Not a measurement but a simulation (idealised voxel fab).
Process module heading - voxel self aligned contacts
Cross-section cut: width 210 nm, square cells of 5 nm.
Think of the cross-section as a grid of square cells. We describe it in bands, top to bottom, and each band covers one or more rows of those cells.
Top height, bottom height, nm. Materials left to right, width each, nm. Single material + "everywhere" = fills band edge to edge. "air" = empty.
Counting heights begins at 0, where everything beneath is, in the wafer as received, one material. The lowest band has no bottom; it goes on downwards, as "0..down" shows.
The notation "30..40" denotes a width that varies across the rows of cells in the band, beginning at the first number in the top row, finishing at the second number in the bottom row, and changing by an identical amount from each row to the next.
It should be understood that the words "nothing got changed", when stated for a given step, signify that the cross-section underwent no change in any of its cells during that step.
Empty spaces without an open route to the top, at least 8 cells in extent, make up the entry "Closed cavities"; each is given as width x height at distance, where the distance is measured from the left edge, and all are in nm.
Past the settings on a step's line: simulator remark, on that step.
On any step carrying a mask, the "overlay nm" setting, if present on the step's line, tells how far right of its planned place the mask lay; negative values point to the left.

[Process steps foreseen in the plan]
1: RECEIVE, material Si
2: CONFORMAL_DEP, material SiO2, thk nm 5
3: DIRECTIONAL_DEP, material polySi, thk nm 30
4: DIRECTIONAL_DEP, material SiN, thk nm 20
5: PATTERN, tone cover, mask id GATE, material resist, width nm 25, pitch nm 50, thk nm 15, overlay nm 0
6: DIRECTIONAL_ETCH, etch materials SiN, depth nm 20
7: DIRECTIONAL_ETCH, etch materials polySi, depth nm 30
8: STRIP, etch materials resist
9: CONFORMAL_DEP, material SiN, thk nm 5
10: DIRECTIONAL_ETCH, etch materials SiN, depth nm 5
11: FILL_DEP, material SiO2, thk nm 10
12: CMP, height nm 60
13: PATTERN, tone open, mask id CONTACT, material resist, width nm 35, thk nm 15, overlay nm -15
14: DIRECTIONAL_ETCH, etch materials SiO2, depth nm 60
15: STRIP, etch materials resist
16: CONFORMAL_DEP, material TiN, thk nm 5
17: FILL_DEP, material Ru, thk nm 5
18: CMP, height nm 60
19: CONFORMAL_DEP, material SiN, thk nm 5
Same starting wafers, different overlay nm at step 13. Plan value belongs to the first wafer.

[Cross-section: the first of several wafers in its as-received state, i.e. following step 1]
- 0..down: Si everywhere
- Closed cavities: none

[The following table contains a row per wafer, in which are reported, at the conclusion of the module, the cells of each material gained (+) or lost (-) since the wafer's receipt, with its closed voids given thereafter]
overlay nm -15; +122 SiN; +335 SiO2; +29 TiN; +60 polySi; Closed cavities: none
overlay nm -10; +11 Ru; +122 SiN; +324 SiO2; +29 TiN; +60 polySi; Closed cavities: none
overlay nm -5; +11 Ru; +122 SiN; +324 SiO2; +29 TiN; +60 polySi; Closed cavities: none
overlay nm 0; +11 Ru; +122 SiN; +324 SiO2; +29 TiN; +60 polySi; Closed cavities: none
overlay nm 5; +11 Ru; +122 SiN; +324 SiO2; +29 TiN; +60 polySi; Closed cavities: none
overlay nm 10; +11 Ru; +122 SiN; +324 SiO2; +29 TiN; +60 polySi; Closed cavities: none
overlay nm 15; +122 SiN; +335 SiO2; +29 TiN; +60 polySi; Closed cavities: none
